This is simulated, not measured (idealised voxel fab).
Module name: voxel double patterning (process module)
Cross-section cut: width 200 nm, square cells of 5 nm.
How to read a cross-section here: the picture is a grid of square cells, written as bands going from the top down, and any band can span one or more rows of cells. This entry defines a band. It first specifies the height of the band's top and the height of its bottom in nm, and then specifies the band's materials from left to right, stating each material with its width in nm. The word "edge to edge" identifies a single material that fills the band from edge to edge, while the word "empty" identifies empty space. All heights in this document are referenced to 0, defined as the level beneath which the wafer, as received, consists entirely of one material. The lowest band is not bounded below; it extends indefinitely downward and is written in the form "0 and below". Read "30 to 40" as a graded width: first number on top, second number at the bottom, same change between each pair of neighbouring rows. "all unchanged" -> step changed no cross-section cell. "Sealed internal cavities" means: voids of 8 cells or more that are shut off from the top with no open way through. Written width x height at distance, distance from the left edge, in nm. On a step's line, text after the settings is the simulator commenting on that step. overlay nm: mask right of planned place by this much (step with mask). Neg. = left.
[Listed below are the process steps as planned]
1,RECEIVE (material Si)
2,CONFORMAL_DEP (material SiO2; thk nm 10)
3,DIRECTIONAL_DEP (material polySi; thk nm 20)
4,DIRECTIONAL_DEP (material SiN; thk nm 5)
5,MASKED_ETCH (tone open; mask id FIRST; width nm 15; pitch nm 50; etch materials SiN; depth nm 5; overlay nm 0)
6,PATTERN (tone open; mask id SECOND; material resist; width nm 15; pitch nm 50; thk nm 15; overlay nm 0)
7,DIRECTIONAL_ETCH (etch materials SiN; depth nm 5)
8,STRIP (etch materials resist)
9,DIRECTIONAL_ETCH (etch materials polySi; depth nm 20)
10,STRIP (etch materials SiN)
[As received (post step 1): cross-section]
    0 and below  Si edge to edge
    Sealed internal cavities: none
[Cross-sectional image of the first of two wafers at the end of the module, the run having proceeded as planned]
    30 down to 10  40 nm polySi | 15 nm empty | 10 nm polySi | 15 nm empty | 10 nm polySi | 15 nm empty | 10 nm polySi | 15 nm empty | 10 nm polySi | 15 nm empty | 45 nm polySi
    10 down to 0  SiO2 edge to edge
    0 and below  Si edge to edge
    Sealed internal cavities: none
[Presented here is a cross-section of the second of the two wafers as it stood at the end of the module. It was started in the same manner and assigned the same plan as the first wafer; however, one mistake was made in its execution]
    30 down to 20  SiO2 edge to edge
    20 down to 0  polySi edge to edge
    0 and below  Si edge to edge
    Sealed internal cavities: none
Error vs. plan: steps 2 and 3 run out of order (swapped)
Upon completion, the second wafer contains, in terms of cells, a greater or smaller amount of certain materials than the first wafer: +60 polySi
